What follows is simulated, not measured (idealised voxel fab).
process module | voxel ribs on slabs
The figure presents cross-section cut, which has a width of 150 nm and is divided into square cells with an edge length of 5 nm.
When this document writes out a cross-section, it uses a grid of square cells and lists it as bands, beginning at the top and moving down, with a band standing for one or more rows of cells. A band entry consists of two parts. The first gives the height of the band's top and the height of its bottom, in nm. The rest lists the band's materials from left to right, each with its width in nm. A single material labelled with the word "edge to edge" fills the band from edge to edge, and the word "blank" marks empty space. Heights are reckoned from 0. Under this level, the received wafer is all of one material. The bottommost band is open-ended downward, for example "from 0 down". It should be noted that a width expressed as "30->40" varies in equal increments from row to row of cells within the band, taking the value of the first number at the top row and that of the second number at the bottom row. When a step is marked "nothing changed", none of the cells in the cross-section changed during that step. The list in "Closed void table" covers empty spaces of 8 cells or more that cannot reach the top through any open way, and it gives each as width x height at distance; the distance is from the left edge, and width, height and distance are in nm. Anything after a step's settings on that line? It's the simulator's own note about the step. The "overlay nm" setting may appear on a step's line; for a step that uses a mask, it gives how far to the right of its planned position the mask lay, and a negative value indicates the left.
The process steps that were planned are listed below
1) RECEIVE with material Si
2) DIRECTIONAL_DEP with material SiO2, thk nm 20
3) DIRECTIONAL_DEP with material SiN, thk nm 25
4) MASKED_ETCH with tone cover, mask id RIB, width nm 25, etch materials SiN, depth nm 15, overlay nm 0
5) MASKED_ETCH with tone cover, mask id SLAB, width nm 75, etch materials SiN, depth nm 10, overlay nm -15
6) FILL_DEP with material SiO2, thk nm 15
7) CMP with height nm 55
8) DIRECTIONAL_DEP with material W, thk nm 10
9) DIRECTIONAL_DEP with material aC, thk nm 15
10) PATTERN with tone cover, mask id HEATER, material resist, width nm 35, thk nm 30, overlay nm 0
11) DIRECTIONAL_ETCH with etch materials aC, depth nm 15
12) STRIP with etch materials resist
13) DIRECTIONAL_ETCH with etch materials W, depth nm 10
14) STRIP with etch materials aC
15) CONFORMAL_DEP with material SiO2, thk nm 5
Across this set of wafers, the varied parameter is the overlay nm of step 5. Starting conditions are identical for every wafer, and the plan reports the value assigned to the first wafer.
Received condition of the first of several wafers, sectioned: post-step 1
* from 0 down  Si edge to edge
* Closed void table: none
End of module, by wafer: material-by-material cell gain (+) or loss (-) since receipt, then closed voids
overlay nm -15, +45 SiN, +319 SiO2, +14 W, Closed void table: none
overlay nm -10, +45 SiN, +319 SiO2, +14 W, Closed void table: none
overlay nm -5, +45 SiN, +319 SiO2, +14 W, Closed void table: none
overlay nm 0, +45 SiN, +319 SiO2, +14 W, Closed void table: none
overlay nm 5, +45 SiN, +319 SiO2, +14 W, Closed void table: none
overlay nm 10, +45 SiN, +319 SiO2, +14 W, Closed void table: none
overlay nm 15, +45 SiN, +319 SiO2, +14 W, Closed void table: none
